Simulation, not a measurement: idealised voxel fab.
process module | voxel quadruple lines
cross-section cut | 260 nm wide | cells 5 nm
A cross-section is a grid of square cells, given in bands from the top down. A band is one or more rows of cells.
Each band's line starts with the height of the band's top and of its bottom, in nm. Then come its materials from left to right, each with its width in nm. One material with "throughout" fills the band from edge to edge. "air" is empty space.
Height 0 is the level under which the wafer as received is all one material. The lowest band goes on downwards, as in "0 down".
A width such as "30 to 40" changes by the same amount from each row of cells to the next, from the band's top row to its bottom row.
"no change" after a step means that no cell of the cross-section changed.
closed voids: empty space of 8 cells or more with no open way to the top, each as width x height at its distance from the left edge, in nm
after a step's settings: what the simulator itself notes on the step
overlay nm, on a step with a mask: how far to the right of its planned place the mask lay; to the left if negative
plan
1 op RECEIVE | material Si
2 op CONFORMAL_DEP | material SiO2 | thk nm 5
3 op DIRECTIONAL_DEP | material Ru | thk nm 10
4 op DIRECTIONAL_DEP | material polySi | thk nm 15
5 op DIRECTIONAL_DEP | material aC | thk nm 20
6 op PATTERN | tone cover | mask id MANDREL | material resist | width nm 35 | thk nm 25 | overlay nm 0
7 op DIRECTIONAL_ETCH | etch materials aC | depth nm 20
8 op STRIP | etch materials resist
9 op CONFORMAL_DEP | material SiO2 | thk nm 15
10 op DIRECTIONAL_ETCH | etch materials SiO2 | depth nm 15
11 op STRIP | etch materials aC
12 op DIRECTIONAL_ETCH | etch materials polySi | depth nm 15
13 op STRIP | etch materials SiO2
14 op CONFORMAL_DEP | material SiCN | thk nm 10
15 op DIRECTIONAL_ETCH | etch materials SiCN | depth nm 10
16 op STRIP | etch materials polySi
17 op DIRECTIONAL_ETCH | etch materials Ru | depth nm 10
18 op STRIP | etch materials SiCN
first wafer, as planned
as received, after step 1
  0 down: Si throughout
  closed voids: none
after step 2
  5 to 0: SiO2 throughout
  below 0: unchanged
after step 3
  15 to 5: Ru throughout
  below 5: unchanged
after step 4
  30 to 15: polySi throughout
  below 15: unchanged
after step 5
  50 to 30: aC throughout
  below 30: unchanged
after step 6
  75 to 50: air 110 | resist 35 | air 115
  below 50: unchanged
after step 7
  55 to 50: air 110 | resist 35 | air 115
  50 to 30: air 110 | aC 35 | air 115
  below 30: unchanged
after step 8
  50 to 30: air 110 | aC 35 | air 115
  below 30: unchanged
after step 9
  65 to 50: air 95 | SiO2 65 | air 100
  50 to 45: air 95 | SiO2 15 | aC 35 | SiO2 15 | air 100
  45 to 30: SiO2 110 | aC 35 | SiO2 115
  below 30: unchanged
after step 10
  50 to 30: air 95 | SiO2 15 | aC 35 | SiO2 15 | air 100
  below 30: unchanged
after step 11
  50 to 30: air 95 | SiO2 15 | air 35 | SiO2 15 | air 100
  below 30: unchanged
after step 12
  50 to 30: air 95 | SiO2 15 | air 35 | SiO2 15 | air 100
  30 to 15: air 95 | polySi 15 | air 35 | polySi 15 | air 100
  below 15: unchanged
after step 13
  30 to 15: air 95 | polySi 15 | air 35 | polySi 15 | air 100
  below 15: unchanged
after step 14
  40 to 30: air 85 | SiCN 35 | air 15 | SiCN 35 | air 90
  30 to 25: air 85 | SiCN 10 | polySi 15 | SiCN 10 | air 15 | SiCN 10 | polySi 15 | SiCN 10 | air 90
  25 to 15: SiCN 95 | polySi 15 | SiCN 35 | polySi 15 | SiCN 100
  below 15: unchanged
after step 15
  30 to 15: air 85 | SiCN 10 | polySi 15 | SiCN 10 | air 15 | SiCN 10 | polySi 15 | SiCN 10 | air 90
  below 15: unchanged
after step 16
  30 to 15: air 85 | SiCN 10 | air 15 | SiCN 10 | air 15 | SiCN 10 | air 15 | SiCN 10 | air 90
  below 15: unchanged
after step 17
  30 to 15: air 85 | SiCN 10 | air 15 | SiCN 10 | air 15 | SiCN 10 | air 15 | SiCN 10 | air 90
  15 to 5: air 85 | Ru 10 | air 15 | Ru 10 | air 15 | Ru 10 | air 15 | Ru 10 | air 90
  below 5: unchanged
after step 18
  15 to 5: air 85 | Ru 10 | air 15 | Ru 10 | air 15 | Ru 10 | air 15 | Ru 10 | air 90
  below 5: unchanged
second wafer: like start, like plan, one mistake. Through step 5 it matches the first wafer
when step 6 should have ended
  75 to 50: air 115 | resist 35 | air 110
  below 50: unchanged
when step 7 should have ended
  55 to 50: air 115 | resist 35 | air 110
  50 to 30: air 115 | aC 35 | air 110
  below 30: unchanged
when step 8 should have ended
  50 to 30: air 115 | aC 35 | air 110
  below 30: unchanged
when step 9 should have ended
  65 to 50: air 100 | SiO2 65 | air 95
  50 to 45: air 100 | SiO2 15 | aC 35 | SiO2 15 | air 95
  45 to 30: SiO2 115 | aC 35 | SiO2 110
  below 30: unchanged
when step 10 should have ended
  50 to 30: air 100 | SiO2 15 | aC 35 | SiO2 15 | air 95
  below 30: unchanged
when step 11 should have ended
  50 to 30: air 100 | SiO2 15 | air 35 | SiO2 15 | air 95
  below 30: unchanged
when step 12 should have ended
  50 to 30: air 100 | SiO2 15 | air 35 | SiO2 15 | air 95
  30 to 15: air 100 | polySi 15 | air 35 | polySi 15 | air 95
  below 15: unchanged
when step 13 should have ended
  30 to 15: air 100 | polySi 15 | air 35 | polySi 15 | air 95
  below 15: unchanged
when step 14 should have ended
  40 to 30: air 90 | SiCN 35 | air 15 | SiCN 35 | air 85
  30 to 25: air 90 | SiCN 10 | polySi 15 | SiCN 10 | air 15 | SiCN 10 | polySi 15 | SiCN 10 | air 85
  25 to 15: SiCN 100 | polySi 15 | SiCN 35 | polySi 15 | SiCN 95
  below 15: unchanged
when step 15 should have ended
  30 to 15: air 90 | SiCN 10 | polySi 15 | SiCN 10 | air 15 | SiCN 10 | polySi 15 | SiCN 10 | air 85
  below 15: unchanged
when step 16 should have ended
  30 to 15: air 90 | SiCN 10 | air 15 | SiCN 10 | air 15 | SiCN 10 | air 15 | SiCN 10 | air 85
  below 15: unchanged
when step 17 should have ended
  30 to 15: air 90 | SiCN 10 | air 15 | SiCN 10 | air 15 | SiCN 10 | air 15 | SiCN 10 | air 85
  15 to 5: air 90 | Ru 10 | air 15 | Ru 10 | air 15 | Ru 10 | air 15 | Ru 10 | air 85
  below 5: unchanged
when step 18 should have ended
  15 to 5: air 90 | Ru 10 | air 15 | Ru 10 | air 15 | Ru 10 | air 15 | Ru 10 | air 85
  below 5: unchanged
what went wrong: step 6 ran as: op PATTERN | tone cover | mask id MANDREL | material resist | width nm 35 | thk nm 25 | overlay nm 5
at the end the second wafer has, in cells: as many of each material as the first, in other places
